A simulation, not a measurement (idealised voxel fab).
process module | voxel capacitor over wiring
cross-section cut | 275 nm wide | cells 5 nm
A cross-section is a grid of square cells, given in bands from the top down. A band is one or more rows of cells.
Each band's line starts with the height of the band's top and of its bottom, in nm. Then come its materials from left to right, each with its width in nm. One material with "throughout" fills the band from edge to edge. "air" is empty space.
Height 0 is the level under which the wafer as received is all one material. The lowest band goes on downwards, as in "0 down".
A width such as "30 to 40" changes by the same amount from each row of cells to the next, from the band's top row to its bottom row.
"no change" after a step means that no cell of the cross-section changed.
closed voids: empty space of 8 cells or more with no open way to the top, each as width x height at its distance from the left edge, in nm
after a step's settings: what the simulator itself notes on the step
overlay nm, on a step with a mask: how far to the right of its planned place the mask lay; to the left if negative
plan
1 op RECEIVE | material Si
2 op CONFORMAL_DEP | material SiO2 | thk nm 15
3 op CONFORMAL_DEP | material SiCN | thk nm 5
4 op DIRECTIONAL_DEP | material lowk | thk nm 25
5 op PATTERN | tone open | mask id METAL_1 | material resist | width nm 20 | pitch nm 80 | thk nm 15 | overlay nm 0
6 op DIRECTIONAL_ETCH | etch materials lowk | depth nm 25
7 op DIRECTIONAL_ETCH | etch materials SiCN | depth nm 5
8 op STRIP | etch materials resist
9 op CONFORMAL_DEP | material TiN | thk nm 5
10 op FILL_DEP | material W | thk nm 10
11 op CMP | height nm 45
12 op EPI | material Ru | thk nm 5
13 op FILL_DEP | material SiCN | thk nm 5
14 op DIRECTIONAL_DEP | material SiO2 | thk nm 10
15 op PATTERN | tone open | mask id PLUG_1 | material resist | width nm 15 | thk nm 15 | overlay nm 0
16 op DIRECTIONAL_ETCH | etch materials SiO2 | depth nm 10
17 op DIRECTIONAL_ETCH | etch materials SiCN | depth nm 5
18 op STRIP | etch materials resist
19 op CONFORMAL_DEP | material TiN | thk nm 5
20 op FILL_DEP | material W | thk nm 5
21 op CMP | height nm 65
22 op DIRECTIONAL_DEP | material TiN | thk nm 5
23 op DIRECTIONAL_DEP | material SiN | thk nm 5
24 op DIRECTIONAL_DEP | material TiN | thk nm 10
25 op DIRECTIONAL_DEP | material aC | thk nm 15
26 op PATTERN | tone cover | mask id UPPER_PLATE | material resist | width nm 65 | thk nm 30 | overlay nm 0
27 op DIRECTIONAL_ETCH | etch materials aC | depth nm 15
28 op STRIP | etch materials resist
29 op DIRECTIONAL_ETCH | etch materials TiN | depth nm 10
30 op DIRECTIONAL_ETCH | etch materials SiN | depth nm 5
31 op STRIP | etch materials aC
32 op PATTERN | tone cover | mask id LOWER_PLATE | material resist | width nm 75 | thk nm 15 | overlay nm 0
33 op DIRECTIONAL_ETCH | etch materials TiN | depth nm 5
34 op STRIP | etch materials resist
35 op FILL_DEP | material SiO2 | thk nm 15
36 op CMP | height nm 95
37 op MASKED_ETCH | tone open | mask id PLUG_2 | width nm 15 | etch materials SiO2 | depth nm 10 | overlay nm 0
38 op CONFORMAL_DEP | material TiN | thk nm 5
39 op FILL_DEP | material Ru | thk nm 5
40 op CMP | height nm 95
41 op CONFORMAL_DEP | material SiN | thk nm 5
as received, after step 1
  0 down: Si throughout
  closed voids: none
a wafer at the end: this start, this plan, one mistake
  100 to 95: SiN throughout
  95 to 90: SiO2 100 | TiN 5 | Ru 5 | TiN 5 | SiO2 160
  90 to 85: SiO2 100 | TiN 15 | SiO2 160
  85 to 75: SiO2 90 | TiN 65 | SiO2 120
  75 to 70: SiO2 90 | SiN 65 | SiO2 120
  70 to 65: SiO2 85 | TiN 75 | SiO2 115
  65 to 55: SiO2 90 | TiN 5 | W 5 | TiN 5 | SiO2 170
  55 to 50: SiCN 90 | TiN 15 | SiCN 170
  50 to 45: SiCN 85 | Ru 30 | SiCN 50 | Ru 30 | SiCN 80
  45 to 20: lowk 90 | TiN 5 | W 10 | TiN 5 | lowk 60 | TiN 5 | W 10 | TiN 5 | lowk 85
  20 to 15: SiCN 90 | TiN 20 | SiCN 60 | TiN 20 | SiCN 85
  15 to 0: SiO2 throughout
  0 down: Si throughout
  closed voids: none
what went wrong: step 5 ran as: op PATTERN | tone open | mask id METAL_1 | material resist | width nm 20 | pitch nm 80 | thk nm 15 | overlay nm 5
